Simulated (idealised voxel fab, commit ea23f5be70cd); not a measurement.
Process module, titled voxel capacitor over wiring
The cross-section shown here is cut; it is 140 nm wide and divided into square cells measuring 5 nm on a side.
Just so we're on the same page, the cross-sections are grids of square cells, and they're listed out in bands top to bottom, each band one or more rows deep.
Top, bottom (nm), then materials left to right with widths (nm); lone material tagged "throughout" fills the whole band edge to edge; "air" = empty space.
Zero point of the height axis is 0; under it, received wafer = one material. Lowest band: continues down indefinitely, "0 -> down".
The expression "30..40" gives the width at the extremes of the band, the first number at its top row of cells and the second at its bottom row, with the width changing by equal amounts from each row to the next in between.
For the purposes of this document, the phrase "no modification" attached to a step denotes that no cell within the cross-section was modified by that step.
Any empty space of 8 cells or more lacking an open way to the top shows up in "Tabulated closed voids" as width x height at distance, distance from the left edge, in nm.
Where a step's line continues beyond its settings, the continuation is a remark by the simulator itself on that step.
You can add "overlay nm" to a step's line. For a step with a mask, it describes how far the mask lay to the right of its planned position, and a negative number describes a lay to the left.
# Set out below are the planned steps of the process
1. RECEIVE: material Si
2. CONFORMAL_DEP: material SiO2, thk nm 15
3. DIRECTIONAL_DEP: material TiN, thk nm 5
4. DIRECTIONAL_DEP: material W, thk nm 20
5. MASKED_ETCH: tone cover, mask id METAL_1, width nm 20, pitch nm 80, etch materials W, depth nm 20, overlay nm 0
6. MASKED_ETCH: tone cover, mask id METAL_1, width nm 20, pitch nm 80, etch materials TiN, depth nm 5, overlay nm 0
7. FILL_DEP: material lowk, thk nm 10
8. CMP: height nm 40
9. CONFORMAL_DEP: material SiCN, thk nm 5
10. DIRECTIONAL_DEP: material lowk, thk nm 10
11. PATTERN: tone open, mask id PLUG_1, material resist, width nm 15, thk nm 20, overlay nm 0
12. DIRECTIONAL_ETCH: etch materials lowk, depth nm 10
13. DIRECTIONAL_ETCH: etch materials SiCN, depth nm 5
14. STRIP: etch materials resist
15. CONFORMAL_DEP: material TiN, thk nm 5
16. FILL_DEP: material Cu, thk nm 10
17. CMP: height nm 55
18. DIRECTIONAL_DEP: material TiN, thk nm 10
19. DIRECTIONAL_DEP: material Al2O3, thk nm 5
20. DIRECTIONAL_DEP: material TiN, thk nm 10
21. PATTERN: tone cover, mask id UPPER_PLATE, material resist, width nm 65, thk nm 20, overlay nm 0
22. DIRECTIONAL_ETCH: etch materials TiN, depth nm 10
23. DIRECTIONAL_ETCH: etch materials Al2O3, depth nm 5
24. STRIP: etch materials resist
25. PATTERN: tone cover, mask id LOWER_PLATE, material resist, width nm 75, thk nm 20, overlay nm 0
26. DIRECTIONAL_ETCH: etch materials TiN, depth nm 10
27. STRIP: etch materials resist
28. FILL_DEP: material SiO2, thk nm 20
29. CMP: height nm 95
30. MASKED_ETCH: tone open, mask id PLUG_2, width nm 15, etch materials SiO2, depth nm 15, overlay nm 0
31. CONFORMAL_DEP: material TiN, thk nm 5
32. FILL_DEP: material Ru, thk nm 10
33. CMP: height nm 95
34. CONFORMAL_DEP: material SiCN, thk nm 5
# Of two wafers, the first: run according to plan
# Wafer as received: cross-section following step 1
  0 -> down | Si throughout
  Tabulated closed voids: none
# Take a look at the wafer's cross-section after step 2
  15 -> 0 | SiO2 throughout
  Below 0 it's all the same as before, nothing changed down there.
# Take a look at the wafer's cross-section after step 3
  20 -> 15 | TiN throughout
  Below 15 it's all the same as before, nothing changed down there.
# Take a look at the wafer's cross-section after step 4
  40 -> 20 | W throughout
  Below 20 it's all the same as before, nothing changed down there.
# Take a look at the wafer's cross-section after step 5
  40 -> 20 | 20 nm air / 20 nm W / 60 nm air / 20 nm W / 20 nm air
  Below 20 it's all the same as before, nothing changed down there.
# Take a look at the wafer's cross-section after step 6
  40 -> 20 | 20 nm air / 20 nm W / 60 nm air / 20 nm W / 20 nm air
  20 -> 15 | 20 nm air / 20 nm TiN / 60 nm air / 20 nm TiN / 20 nm air
  Below 15 it's all the same as before, nothing changed down there.
# Take a look at the wafer's cross-section after step 7
  50 -> 40 | lowk throughout
  40 -> 20 | 20 nm lowk / 20 nm W / 60 nm lowk / 20 nm W / 20 nm lowk
  20 -> 15 | 20 nm lowk / 20 nm TiN / 60 nm lowk / 20 nm TiN / 20 nm lowk
  Below 15 it's all the same as before, nothing changed down there.
# Take a look at the wafer's cross-section after step 8
  40 -> 20 | 20 nm lowk / 20 nm W / 60 nm lowk / 20 nm W / 20 nm lowk
  Below 20 it's all the same as before, nothing changed down there.
# Take a look at the wafer's cross-section after step 9
  45 -> 40 | SiCN throughout
  Below 40 it's all the same as before, nothing changed down there.
# Take a look at the wafer's cross-section after step 10
  55 -> 45 | lowk throughout
  Below 45 it's all the same as before, nothing changed down there.
# Take a look at the wafer's cross-section after step 11
  75 -> 55 | 25 nm resist / 15 nm air / 100 nm resist
  Below 55 it's all the same as before, nothing changed down there.
# Take a look at the wafer's cross-section after step 12
  75 -> 55 | 25 nm resist / 15 nm air / 100 nm resist
  55 -> 45 | 25 nm lowk / 15 nm air / 100 nm lowk
  Below 45 it's all the same as before, nothing changed down there.
# Take a look at the wafer's cross-section after step 13
  75 -> 55 | 25 nm resist / 15 nm air / 100 nm resist
  55 -> 45 | 25 nm lowk / 15 nm air / 100 nm lowk
  45 -> 40 | 25 nm SiCN / 15 nm air / 100 nm SiCN
  Below 40 it's all the same as before, nothing changed down there.
# Take a look at the wafer's cross-section after step 14
  55 -> 45 | 25 nm lowk / 15 nm air / 100 nm lowk
  Below 45 it's all the same as before, nothing changed down there.
# Take a look at the wafer's cross-section after step 15
  60 -> 55 | 30 nm TiN / 5 nm air / 105 nm TiN
  55 -> 45 | 25 nm lowk / 5 nm TiN / 5 nm air / 5 nm TiN / 100 nm lowk
  45 -> 40 | 25 nm SiCN / 15 nm TiN / 100 nm SiCN
  Below 40 it's all the same as before, nothing changed down there.
# Take a look at the wafer's cross-section after step 16
  70 -> 60 | Cu throughout
  60 -> 55 | 30 nm TiN / 5 nm Cu / 105 nm TiN
  55 -> 45 | 25 nm lowk / 5 nm TiN / 5 nm Cu / 5 nm TiN / 100 nm lowk
  Below 45 it's all the same as before, nothing changed down there.
# Take a look at the wafer's cross-section after step 17
  55 -> 45 | 25 nm lowk / 5 nm TiN / 5 nm Cu / 5 nm TiN / 100 nm lowk
  Below 45 it's all the same as before, nothing changed down there.
# Take a look at the wafer's cross-section after step 18
  65 -> 55 | TiN throughout
  Below 55 it's all the same as before, nothing changed down there.
# Take a look at the wafer's cross-section after step 19
  70 -> 65 | Al2O3 throughout
  Below 65 it's all the same as before, nothing changed down there.
# Take a look at the wafer's cross-section after step 20
  80 -> 70 | TiN throughout
  Below 70 it's all the same as before, nothing changed down there.
# Take a look at the wafer's cross-section after step 21
  100 -> 80 | 25 nm air / 65 nm resist / 50 nm air
  Below 80 it's all the same as before, nothing changed down there.
# Take a look at the wafer's cross-section after step 22
  100 -> 80 | 25 nm air / 65 nm resist / 50 nm air
  80 -> 70 | 25 nm air / 65 nm TiN / 50 nm air
  Below 70 it's all the same as before, nothing changed down there.
# Take a look at the wafer's cross-section after step 23
  100 -> 80 | 25 nm air / 65 nm resist / 50 nm air
  80 -> 70 | 25 nm air / 65 nm TiN / 50 nm air
  70 -> 65 | 25 nm air / 65 nm Al2O3 / 50 nm air
  Below 65 it's all the same as before, nothing changed down there.
# Take a look at the wafer's cross-section after step 24
  80 -> 70 | 25 nm air / 65 nm TiN / 50 nm air
  Below 70 it's all the same as before, nothing changed down there.
# Take a look at the wafer's cross-section after step 25
  100 -> 80 | 20 nm air / 75 nm resist / 45 nm air
  80 -> 70 | 20 nm air / 5 nm resist / 65 nm TiN / 5 nm resist / 45 nm air
  70 -> 65 | 20 nm air / 5 nm resist / 65 nm Al2O3 / 5 nm resist / 45 nm air
  Below 65 it's all the same as before, nothing changed down there.
# Take a look at the wafer's cross-section after step 26
  100 -> 80 | 20 nm air / 75 nm resist / 45 nm air
  80 -> 70 | 20 nm air / 5 nm resist / 65 nm TiN / 5 nm resist / 45 nm air
  70 -> 65 | 20 nm air / 5 nm resist / 65 nm Al2O3 / 5 nm resist / 45 nm air
  65 -> 55 | 20 nm air / 75 nm TiN / 45 nm air
  Below 55 it's all the same as before, nothing changed down there.
# Take a look at the wafer's cross-section after step 27
  80 -> 70 | 25 nm air / 65 nm TiN / 50 nm air
  70 -> 65 | 25 nm air / 65 nm Al2O3 / 50 nm air
  Below 65 it's all the same as before, nothing changed down there.
# Take a look at the wafer's cross-section after step 28
  100 -> 80 | SiO2 throughout
  80 -> 70 | 25 nm SiO2 / 65 nm TiN / 50 nm SiO2
  70 -> 65 | 25 nm SiO2 / 65 nm Al2O3 / 50 nm SiO2
  65 -> 55 | 20 nm SiO2 / 75 nm TiN / 45 nm SiO2
  Below 55 it's all the same as before, nothing changed down there.
# Take a look at the wafer's cross-section after step 29
  95 -> 80 | SiO2 throughout
  Below 80 it's all the same as before, nothing changed down there.
# Take a look at the wafer's cross-section after step 30
  95 -> 80 | 35 nm SiO2 / 15 nm air / 90 nm SiO2
  Below 80 it's all the same as before, nothing changed down there.
# Take a look at the wafer's cross-section after step 31
  100 -> 95 | 40 nm TiN / 5 nm air / 95 nm TiN
  95 -> 85 | 35 nm SiO2 / 5 nm TiN / 5 nm air / 5 nm TiN / 90 nm SiO2
  85 -> 80 | 35 nm SiO2 / 15 nm TiN / 90 nm SiO2
  Below 80 it's all the same as before, nothing changed down there.
# Take a look at the wafer's cross-section after step 32
  110 -> 100 | Ru throughout
  100 -> 95 | 40 nm TiN / 5 nm Ru / 95 nm TiN
  95 -> 85 | 35 nm SiO2 / 5 nm TiN / 5 nm Ru / 5 nm TiN / 90 nm SiO2
  Below 85 it's all the same as before, nothing changed down there.
# Take a look at the wafer's cross-section after step 33
  95 -> 85 | 35 nm SiO2 / 5 nm TiN / 5 nm Ru / 5 nm TiN / 90 nm SiO2
  Below 85 it's all the same as before, nothing changed down there.
# Take a look at the wafer's cross-section after step 34
  100 -> 95 | SiCN throughout
  Below 95 it's all the same as before, nothing changed down there.
# Wafer two. Identical start, identical plan. One mistake in execution. Identical history through step 29
# Second wafer, sectioned view, at step 30's planned end time
  95 -> 80 | 45 nm SiO2 / 15 nm air / 80 nm SiO2
  Below 80 it's all the same as before, nothing changed down there.
# Second wafer, sectioned view, at step 31's planned end time
  100 -> 95 | 50 nm TiN / 5 nm air / 85 nm TiN
  95 -> 85 | 45 nm SiO2 / 5 nm TiN / 5 nm air / 5 nm TiN / 80 nm SiO2
  85 -> 80 | 45 nm SiO2 / 15 nm TiN / 80 nm SiO2
  Below 80 it's all the same as before, nothing changed down there.
# Second wafer, sectioned view, at step 32's planned end time
  110 -> 100 | Ru throughout
  100 -> 95 | 50 nm TiN / 5 nm Ru / 85 nm TiN
  95 -> 85 | 45 nm SiO2 / 5 nm TiN / 5 nm Ru / 5 nm TiN / 80 nm SiO2
  Below 85 it's all the same as before, nothing changed down there.
# Second wafer, sectioned view, at step 33's planned end time
  95 -> 85 | 45 nm SiO2 / 5 nm TiN / 5 nm Ru / 5 nm TiN / 80 nm SiO2
  Below 85 it's all the same as before, nothing changed down there.
# Second wafer, sectioned view, at step 34's planned end time
  100 -> 95 | SiCN throughout
  Below 95 it's all the same as before, nothing changed down there.
Misprocessing identified: step 30 did not happen as planned, as run it was MASKED_ETCH: tone open, mask id PLUG_2, width nm 15, etch materials SiO2, depth nm 15, overlay nm 10
At the close, every material occupies the same number of cells on the second wafer as on the first, only in different positions.
